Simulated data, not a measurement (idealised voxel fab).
This is a process module. Its name is voxel transistor to metal.
The cross-section shown here is cut; it is 150 nm wide and divided into square cells measuring 5 nm on a side.
In this document a cross-section is written as a grid of square cells. It is given as a series of bands, listed from the top down, and a band is one or more rows of cells.
What a band's entry tells you: where the top is and where the bottom is, as heights in nm, and after that what lies inside, material by material from left to right, each with its width in nm. Empty space is written as the word "air", and a single material marked with the word "full width" occupies the band from edge to edge.
All heights in this document are referenced to 0, defined as the level beneath which the wafer, as received, consists entirely of one material. The lowest band is not bounded below; it extends indefinitely downward and is written in the form "0..down".
When a width is written as two numbers, as in "30 to 40", the first number is the width in the top row of cells of the band and the second is the width in its bottom row, and the width changes by the same amount from each row to the next.
"no change occurred" after a step means that no cell of the cross-section changed.
Basically, "Trapped cavities" tells you about the enclosed voids: empty spaces with no open way to the top, 8 cells or bigger, each written width x height at distance, where distance is from the left edge, all in nm.
That trailing text on a step's line, after the settings, is the simulator's own remark on the step.
"overlay nm" denotes, for a step that has a mask, the displacement of the mask to the right of its planned place, with negative values corresponding to the left.
# These are the steps we planned for the process
step 1: RECEIVE,material Si
step 2: OXIDIZE,depth nm 5
step 3: CONFORMAL_DEP,material SiN,thk nm 15
step 4: PATTERN,tone cover,mask id ACTIVE,material resist,width nm 115,thk nm 15,overlay nm 0
step 5: DIRECTIONAL_ETCH,etch materials SiN,depth nm 15
step 6: DIRECTIONAL_ETCH,etch materials SiO2,depth nm 5
step 7: DIRECTIONAL_ETCH,etch materials Si,depth nm 35
step 8: STRIP,etch materials resist
step 9: FILL_DEP,material SiO2,thk nm 15
step 10: CMP,height nm 15
step 11: SELECTIVE_ETCH,etch materials SiO2,depth nm 5
step 12: STRIP,etch materials SiN
step 13: SELECTIVE_ETCH,etch materials SiO2,depth nm 5
step 14: OXIDIZE,depth nm 5
step 15: DIRECTIONAL_DEP,material polySi,thk nm 30
step 16: DIRECTIONAL_DEP,material SiCN,thk nm 15
step 17: DIRECTIONAL_DEP,material aC,thk nm 15
step 18: PATTERN,tone cover,mask id GATE,material resist,width nm 35,thk nm 35,overlay nm 0
step 19: DIRECTIONAL_ETCH,etch materials aC,depth nm 15
step 20: STRIP,etch materials resist
step 21: DIRECTIONAL_ETCH,etch materials SiCN,depth nm 25
step 22: DIRECTIONAL_ETCH,etch materials polySi,depth nm 40
step 23: STRIP,etch materials aC
step 24: CONFORMAL_DEP,material SiO2,thk nm 5
step 25: DIRECTIONAL_ETCH,etch materials SiO2,depth nm 5
step 26: CONFORMAL_DEP,material SiN,thk nm 5
step 27: DIRECTIONAL_ETCH,etch materials SiN,depth nm 5
step 28: DIRECTIONAL_ETCH,etch materials SiO2,depth nm 5
step 29: DIRECTIONAL_ETCH,etch materials Si,depth nm 5
step 30: EPI,material nSi,thk nm 5
step 31: FILL_DEP,material SiO2,thk nm 5
step 32: CMP,height nm 25
step 33: STRIP,etch materials polySi
step 34: SELECTIVE_ETCH,etch materials SiO2,depth nm 5
step 35: CONFORMAL_DEP,material HfO2,thk nm 5
step 36: CONFORMAL_DEP,material TiN,thk nm 5
step 37: FILL_DEP,material W,thk nm 5
step 38: CMP,height nm 20
step 39: DIRECTIONAL_DEP,material SiO2,thk nm 10
step 40: MASKED_ETCH,tone open,mask id CONTACT,width nm 15,pitch nm 90,etch materials SiO2,depth nm 40,overlay nm 0
step 41: CONFORMAL_DEP,material TiN,thk nm 5
step 42: FILL_DEP,material W,thk nm 10
step 43: CMP,height nm 30
step 44: CONFORMAL_DEP,material SiCN,thk nm 5
step 45: DIRECTIONAL_DEP,material lowk,thk nm 15
step 46: PATTERN,tone open,mask id METAL_1,material resist,width nm 15,pitch nm 90,thk nm 15,overlay nm 0
step 47: DIRECTIONAL_ETCH,etch materials lowk,depth nm 15
step 48: DIRECTIONAL_ETCH,etch materials SiCN,depth nm 5
step 49: STRIP,etch materials resist
step 50: CONFORMAL_DEP,material TiN,thk nm 5
step 51: FILL_DEP,material W,thk nm 5
step 52: CMP,height nm 50
step 53: EPI,material Ru,thk nm 5
step 54: FILL_DEP,material SiCN,thk nm 5
step 55: DIRECTIONAL_DEP,material SiO2,thk nm 30
step 56: DIRECTIONAL_DEP,material aC,thk nm 15
step 57: PATTERN,tone open,mask id METAL_2,material resist,width nm 15,pitch nm 90,thk nm 35,overlay nm 0
step 58: DIRECTIONAL_ETCH,etch materials aC,depth nm 15
step 59: STRIP,etch materials resist
step 60: DIRECTIONAL_ETCH,etch materials SiO2,depth nm 15
step 61: STRIP,etch materials aC
step 62: MASKED_ETCH,tone open,mask id METAL_2_HOLES,width nm 15,pitch nm 90,etch materials SiO2,depth nm 15,overlay nm 0
step 63: MASKED_ETCH,tone open,mask id METAL_2_HOLES,width nm 15,pitch nm 90,etch materials SiCN,depth nm 5,overlay nm 0
step 64: CONFORMAL_DEP,material TiN,thk nm 5
step 65: FILL_DEP,material Cu,thk nm 10
step 66: CMP,height nm 90
step 67: CONFORMAL_DEP,material SiCN,thk nm 5
# Incoming wafer, cross-sectional view, post step 1
  0..down  Si full width
  Trapped cavities: none
# The cross-section shown corresponds to the wafer at the conclusion of the module. The initial structure and the process plan are those presented above; however, one mistake occurred in executing the plan
  95..90  SiCN full width
  90..60  20 of SiO2 / 5 of TiN / 5 of Cu / 5 of TiN / 75 of SiO2 / 5 of TiN / 5 of Cu / 5 of TiN / 25 of SiO2
  60..55  20 of SiCN / 15 of TiN / 75 of SiCN / 15 of TiN / 25 of SiCN
  55..50  25 of Ru / 5 of SiCN / 85 of Ru / 5 of SiCN / 30 of Ru
  50..35  15 of W / 5 of TiN / 15 of lowk / 5 of TiN / 65 of W / 5 of TiN / 15 of lowk / 5 of TiN / 20 of W
  35..30  20 of TiN / 15 of SiCN / 75 of TiN / 15 of SiCN / 25 of TiN
  30..20  20 of SiO2 / 5 of TiN / 5 of W / 5 of TiN / 75 of SiO2 / 5 of TiN / 5 of W / 5 of TiN / 25 of SiO2
  20..5  20 of SiO2 / 5 of TiN / 5 of W / 5 of TiN / 10 of SiO2 / 5 of SiN / 5 of HfO2 / 5 of TiN / 25 of W / 5 of TiN / 5 of HfO2 / 5 of SiN / 10 of SiO2 / 5 of TiN / 5 of W / 5 of TiN / 25 of SiO2
  5..0  15 of SiO2 / 5 of SiN / 5 of TiN / 5 of W / 5 of TiN / 10 of SiO2 / 5 of SiN / 5 of HfO2 / 5 of TiN / 25 of W / 5 of TiN / 5 of HfO2 / 5 of SiN / 10 of SiO2 / 5 of TiN / 5 of W / 5 of TiN / 5 of SiN / 20 of SiO2
  0..-5  15 of SiO2 / 5 of SiN / 15 of TiN / 10 of SiO2 / 5 of SiN / 5 of HfO2 / 35 of TiN / 5 of HfO2 / 5 of SiN / 10 of SiO2 / 15 of TiN / 5 of SiN / 20 of SiO2
  -5..-10  20 of SiO2 / 5 of nSi / 10 of TiN / 5 of SiO2 / 5 of nSi / 5 of SiO2 / 45 of HfO2 / 5 of SiO2 / 5 of nSi / 5 of SiO2 / 10 of TiN / 5 of nSi / 25 of SiO2
  -10..-15  15 of SiO2 / 5 of Si / 25 of nSi / 55 of Si / 25 of nSi / 5 of Si / 20 of SiO2
  -15..-40  15 of SiO2 / 115 of Si / 20 of SiO2
  -40..down  Si full width
  Trapped cavities: none
The mistake made against the process plan was this: heads up, step 46 didn't go per plan, it actually ran as PATTERN,tone cover,mask id METAL_1,material resist,width nm 15,pitch nm 90,thk nm 15,overlay nm 0
